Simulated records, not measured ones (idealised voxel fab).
Name of the process module below: voxel self aligned vias
Displayed cross-section: cut, width of 275 nm, square cells sized 5 nm.
A cross-section in this document is a grid of square cells, and it is written down as bands, the top band listed before the ones below it; a band is made up of one or more rows of cells.
Heights first: top, then bottom, in nm. Then materials, left to right, each with a width in nm. "edge to edge" on a single material: fills the band edge to edge. "blank": empty space.
Basically, 0 is our baseline, since under it the wafer straight out of the box is all one material. The bottom band has no lower end and keeps on going down, so it looks like "top 0, no bottom".
Top row gets the first number, bottom row gets the second, and each row in between changes by the same step: that is how a band width like "30->40" works.
"no alterations made" (step): cross-section cells unchanged, all of them.
If an empty space has no open way to the top and is at least 8 cells in size, "Sealed cavities" lists it, written width x height at distance, where distance is measured from the left edge and every value is in nm.
Past the settings on a step's line: simulator remark, on that step.
overlay nm, on a step with a mask: how far to the right of its planned place the mask lay; to the left if negative

These are the steps we planned for the process:
1 RECEIVE, material Si
2 CONFORMAL_DEP, material SiO2, thk nm 15
3 CONFORMAL_DEP, material SiCN, thk nm 5
4 DIRECTIONAL_DEP, material SiO2, thk nm 20
5 PATTERN, tone open, mask id LINES, material resist, width nm 20, pitch nm 70, thk nm 15, overlay nm 0
6 DIRECTIONAL_ETCH, etch materials SiO2, depth nm 20
7 STRIP, etch materials resist
8 CONFORMAL_DEP, material TiN, thk nm 5
9 FILL_DEP, material W, thk nm 5
10 CMP, height nm 40
11 SELECTIVE_ETCH, etch materials W Ru TiN, depth nm 5
12 FILL_DEP, material SiN, thk nm 5
13 CMP, height nm 40
14 DIRECTIONAL_DEP, material SiO2, thk nm 15
15 PATTERN, tone open, mask id VIAS, material resist, width nm 40, pitch nm 140, thk nm 15, overlay nm 0
16 DIRECTIONAL_ETCH, etch materials SiO2, depth nm 15
17 DIRECTIONAL_ETCH, etch materials SiN, depth nm 5
18 STRIP, etch materials resist
19 CONFORMAL_DEP, material TiN, thk nm 5
20 FILL_DEP, material Cu, thk nm 10
21 CMP, height nm 55
22 CONFORMAL_DEP, material SiN, thk nm 5

So this is the incoming wafer in cross-section - it's already been through step 1:
    top 0, no bottom: Si edge to edge
    Sealed cavities: none

The plan above was carried out on the starting structure above with one mistake, and this cross-section shows the wafer at the end of the module:
    top 60, bottom 55: SiN edge to edge
    top 55, bottom 45: SiO2 45 nm, then TiN 5 nm, then Cu 30 nm, then TiN 5 nm, then SiO2 100 nm, then TiN 5 nm, then Cu 30 nm, then TiN 5 nm, then SiO2 50 nm
    top 45, bottom 40: SiO2 45 nm, then TiN 15 nm, then Cu 10 nm, then TiN 15 nm, then SiO2 100 nm, then TiN 15 nm, then Cu 10 nm, then TiN 15 nm, then SiO2 50 nm
    top 40, bottom 35: SiO2 55 nm, then TiN 20 nm, then SiO2 50 nm, then SiN 20 nm, then SiO2 50 nm, then TiN 20 nm, then SiO2 60 nm
    top 35, bottom 25: SiO2 55 nm, then TiN 5 nm, then W 10 nm, then TiN 5 nm, then SiO2 50 nm, then TiN 5 nm, then W 10 nm, then TiN 5 nm, then SiO2 50 nm, then TiN 5 nm, then W 10 nm, then TiN 5 nm, then SiO2 60 nm
    top 25, bottom 20: SiO2 55 nm, then TiN 20 nm, then SiO2 50 nm, then TiN 20 nm, then SiO2 50 nm, then TiN 20 nm, then SiO2 60 nm
    top 20, bottom 15: Cu edge to edge
    top 15, bottom 0: SiO2 edge to edge
    top 0, no bottom: Si edge to edge
    Sealed cavities: none
what went wrong: not per plan at step 3, really ran CONFORMAL_DEP, material Cu, thk nm 5
